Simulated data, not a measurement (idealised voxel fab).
The following is a process module called voxel tone inversion.
It is cross-section cut that appears here, measuring 170 nm in width, its square cells being 5 nm in size.
Cross-section, as written here: a square-cell grid given band by band from the top down, where a band holds one or more rows of cells. Band: top height; bottom height; in nm. Then, left to right: material with width in nm, for each material. "everywhere": a single material spanning edge to edge. "air": empty space. Zero point of the height axis is 0; under it, received wafer = one material. Lowest band: continues down indefinitely, "z 0 and below". Width spec "30 to 40" -> top row of cells at first value, bottom row at second value, equal per-row change in between. Key: "remains unaltered" - step with no changed cell in the cross-section. Empty spaces without an open route to the top, at least 8 cells in extent, make up the entry "Trapped cavities"; each is given as width x height at distance, where the distance is measured from the left edge, and all are in nm. Formally, on a step line, whatever follows the settings is a remark that the simulator itself makes on the step. If you see "overlay nm" on a step's line and that step has a mask, it's telling you how far right of where it was planned the mask ended up; a negative number means it went left instead.

Intended process steps
| 1 | RECEIVE [material Si] |
| 2 | CONFORMAL_DEP [material SiN] [thk nm 10] |
| 3 | DIRECTIONAL_DEP [material aC] [thk nm 25] |
| 4 | PATTERN [tone cover] [mask id POSTS] [material resist] [width nm 25] [pitch nm 40] [thk nm 30] [overlay nm -15] |
| 5 | DIRECTIONAL_ETCH [etch materials aC] [depth nm 25] |
| 6 | STRIP [etch materials resist] |
| 7 | FILL_DEP [material lowk] [thk nm 10] |
| 8 | CMP [height nm 35] |
| 9 | STRIP [etch materials aC] |
| 10 | CONFORMAL_DEP [material TiN] [thk nm 5] |
| 11 | FILL_DEP [material Ru] [thk nm 10] |
| 12 | CMP [height nm 35] |
| 13 | CONFORMAL_DEP [material SiCN] [thk nm 5] |
All wafers enter the flow in the same state. The overlay nm at step 4 differs from wafer to wafer, and the plan gives the value for the first wafer.

This is how the first of several wafers looked in cross-section when it arrived, which is after step 1
> z 0 and below | Si everywhere
> Trapped cavities: none

Once step 13, the last step, is complete, the module is at its end; this is the cross-section of the first of several wafers
> z 40 to 35 | SiCN everywhere
> z 35 to 15 | 15 nm lowk, then 5 nm TiN, then 15 nm Ru, then 5 nm TiN, then 15 nm lowk, then 5 nm TiN, then 15 nm Ru, then 5 nm TiN, then 15 nm lowk, then 5 nm TiN, then 15 nm Ru, then 5 nm TiN, then 50 nm lowk
> z 15 to 10 | 15 nm lowk, then 25 nm TiN, then 15 nm lowk, then 25 nm TiN, then 15 nm lowk, then 25 nm TiN, then 50 nm lowk
> z 10 to 0 | SiN everywhere
> z 0 and below | Si everywhere
> Trapped cavities: none

Module end, final wafer: cross-section
> z 40 to 35 | SiCN everywhere
> z 35 to 15 | 45 nm lowk, then 5 nm TiN, then 15 nm Ru, then 5 nm TiN, then 15 nm lowk, then 5 nm TiN, then 15 nm Ru, then 5 nm TiN, then 15 nm lowk, then 5 nm TiN, then 15 nm Ru, then 5 nm TiN, then 20 nm lowk
> z 15 to 10 | 45 nm lowk, then 25 nm TiN, then 15 nm lowk, then 25 nm TiN, then 15 nm lowk, then 25 nm TiN, then 20 nm lowk
> z 10 to 0 | SiN everywhere
> z 0 and below | Si everywhere
> Trapped cavities: none

Row per wafer, end-of-module: cell gain (+)/loss (-) by material since the wafer came in, then closed voids
overlay nm -15 | +36 Ru | +34 SiCN | +68 SiN | +39 TiN | +95 lowk | Trapped cavities: none
overlay nm -10 | +36 Ru | +34 SiCN | +68 SiN | +39 TiN | +95 lowk | Trapped cavities: none
overlay nm -5 | +36 Ru | +34 SiCN | +68 SiN | +39 TiN | +95 lowk | Trapped cavities: none
overlay nm 0 | +36 Ru | +34 SiCN | +68 SiN | +39 TiN | +95 lowk | Trapped cavities: none
overlay nm 5 | +36 Ru | +34 SiCN | +68 SiN | +39 TiN | +95 lowk | Trapped cavities: none
overlay nm 10 | +36 Ru | +34 SiCN | +68 SiN | +39 TiN | +95 lowk | Trapped cavities: none
overlay nm 15 | +36 Ru | +34 SiCN | +68 SiN | +39 TiN | +95 lowk | Trapped cavities: none
